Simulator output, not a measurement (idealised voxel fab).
process module | voxel transistor to metal
cross-section cut | 180 nm wide | cells 5 nm
A cross-section is a grid of square cells, given in bands from the top down. A band is one or more rows of cells.
Each band's line starts with the height of the band's top and of its bottom, in nm. Then come its materials from left to right, each with its width in nm. One material with "throughout" fills the band from edge to edge. "air" is empty space.
Height 0 is the level under which the wafer as received is all one material. The lowest band goes on downwards, as in "0 down".
A width such as "30 to 40" changes by the same amount from each row of cells to the next, from the band's top row to its bottom row.
"no change" after a step means that no cell of the cross-section changed.
closed voids: empty space of 8 cells or more with no open way to the top, each as width x height at its distance from the left edge, in nm
after a step's settings: what the simulator itself notes on the step
overlay nm, on a step with a mask: how far to the right of its planned place the mask lay; to the left if negative
plan
1 op RECEIVE | material Si
2 op OXIDIZE | depth nm 5
3 op CONFORMAL_DEP | material SiN | thk nm 10
4 op PATTERN | tone cover | mask id ACTIVE | material resist | width nm 95 | thk nm 15 | overlay nm 0
5 op DIRECTIONAL_ETCH | etch materials SiN | depth nm 10
6 op DIRECTIONAL_ETCH | etch materials SiO2 | depth nm 5
7 op DIRECTIONAL_ETCH | etch materials Si | depth nm 25
8 op STRIP | etch materials resist
9 op OXIDIZE | depth nm 5
10 op FILL_DEP | material SiO2 | thk nm 15
11 op CMP | height nm 10
12 op SELECTIVE_ETCH | etch materials SiO2 | depth nm 5
13 op STRIP | etch materials SiN
14 op SELECTIVE_ETCH | etch materials SiO2 | depth nm 5
15 op OXIDIZE | depth nm 5
16 op DIRECTIONAL_DEP | material polySi | thk nm 20
17 op DIRECTIONAL_DEP | material SiCN | thk nm 10
18 op MASKED_ETCH | tone cover | mask id GATE | width nm 15 | etch materials SiCN | depth nm 20 | overlay nm 0
19 op MASKED_ETCH | tone cover | mask id GATE | width nm 15 | etch materials polySi | depth nm 30 | overlay nm 0
20 op CONFORMAL_DEP | material SiO2 | thk nm 5
21 op DIRECTIONAL_ETCH | etch materials SiO2 | depth nm 5
22 op CONFORMAL_DEP | material SiN | thk nm 10
23 op DIRECTIONAL_ETCH | etch materials SiN | depth nm 10
24 op DIRECTIONAL_ETCH | etch materials SiO2 | depth nm 5
25 op DIRECTIONAL_ETCH | etch materials Si | depth nm 15
26 op EPI | material nSi | thk nm 20
27 op FILL_DEP | material SiO2 | thk nm 5
28 op CMP | height nm 25
29 op DIRECTIONAL_DEP | material SiO2 | thk nm 10
30 op PATTERN | tone open | mask id CONTACT | material resist | width nm 25 | pitch nm 50 | thk nm 15 | overlay nm 0
31 op DIRECTIONAL_ETCH | etch materials SiO2 | depth nm 25
32 op STRIP | etch materials resist
33 op CONFORMAL_DEP | material TiN | thk nm 5
34 op FILL_DEP | material Ru | thk nm 5
35 op CMP | height nm 35
36 op CONFORMAL_DEP | material SiN | thk nm 5
37 op DIRECTIONAL_DEP | material lowk | thk nm 20
38 op PATTERN | tone open | mask id METAL_1 | material resist | width nm 15 | pitch nm 60 | thk nm 20 | overlay nm 0
39 op DIRECTIONAL_ETCH | etch materials lowk | depth nm 20
40 op DIRECTIONAL_ETCH | etch materials SiN | depth nm 5
41 op STRIP | etch materials resist
42 op CONFORMAL_DEP | material TiN | thk nm 5
43 op FILL_DEP | material W | thk nm 5
44 op CMP | height nm 60
45 op CONFORMAL_DEP | material SiCN | thk nm 5
as received, after step 1
  0 down: Si throughout
  closed voids: none
first wafer at the end, as planned
  65 to 60: SiCN throughout
  60 to 40: lowk 50 | TiN 5 | W 5 | TiN 5 | lowk 45 | TiN 5 | W 5 | TiN 5 | lowk 55
  40 to 35: SiN 50 | TiN 15 | SiN 45 | TiN 15 | SiN 55
  35 to 25: SiO2 50 | TiN 5 | Ru 15 to 5 | TiN 5 to 15 | SiO2 25 | TiN 5 to 15 | Ru 15 to 5 | TiN 5 | SiO2 55
  25 to 15: SiO2 50 | TiN 5 | Ru 5 | TiN 5 | SiN 10 | SiO2 5 | SiCN 15 | SiO2 5 | SiN 10 | TiN 5 | Ru 5 | TiN 5 | SiO2 55
  15 to 10: SiO2 50 | TiN 15 | SiN 10 | SiO2 5 | polySi 15 | SiO2 5 | SiN 10 | TiN 15 | SiO2 55
  10 to 0: SiO2 40 | nSi 25 | SiN 10 | SiO2 5 | polySi 15 | SiO2 5 | SiN 10 | nSi 25 | SiO2 45
  0 to -5: SiO2 40 | SiN 10 | nSi 15 | SiN 10 | SiO2 5 | polySi 15 | SiO2 5 | SiN 10 | nSi 15 | SiN 10 | SiO2 45
  -5 to -10: SiO2 50 | nSi 15 | SiO2 45 | nSi 15 | SiO2 55
  -10 to -25: SiO2 45 | Si 5 | nSi 15 | Si 45 | nSi 15 | Si 5 | SiO2 50
  -25 to -35: SiO2 45 | Si 85 | SiO2 50
  -35 down: Si throughout
  closed voids: none
second wafer at the end: like start, like plan, one mistake
  65 to 60: SiCN throughout
  60 to 40: lowk 50 | TiN 5 | W 5 | TiN 5 | lowk 45 | TiN 5 | W 5 | TiN 5 | lowk 55
  40 to 35: SiN 50 | TiN 15 | SiN 45 | TiN 15 | SiN 55
  35 to 25: SiO2 50 | TiN 5 | Ru 15 to 5 | TiN 5 to 15 | SiO2 25 | TiN 5 to 15 | Ru 15 to 5 | TiN 5 | SiO2 55
  25 to 15: SiO2 50 | TiN 5 | Ru 5 | TiN 5 | SiN 10 | SiO2 5 | SiCN 15 | SiO2 5 | SiN 10 | TiN 5 | Ru 5 | TiN 5 | SiO2 55
  15 to 10: SiO2 50 | TiN 15 | SiN 10 | SiO2 5 | polySi 15 | SiO2 5 | SiN 10 | TiN 15 | SiO2 55
  10 to 0: SiO2 65 | SiN 10 | SiO2 5 | polySi 15 | SiO2 5 | SiN 10 | SiO2 70
  0 to -5: SiO2 40 | SiN 10 | SiO2 15 | SiN 10 | SiO2 5 | polySi 15 | SiO2 5 | SiN 10 | SiO2 15 | SiN 10 | SiO2 45
  -5 to -10: SiO2 50 | nSi 15 | SiO2 45 | nSi 15 | SiO2 55
  -10 to -35: SiO2 45 | Si 85 | SiO2 50
  -35 down: Si throughout
  closed voids: none
what went wrong: steps 25 and 26 were swapped
at the end the second wafer has, in cells: 18 more of Si | 26 more of SiO2 | 44 fewer of nSi
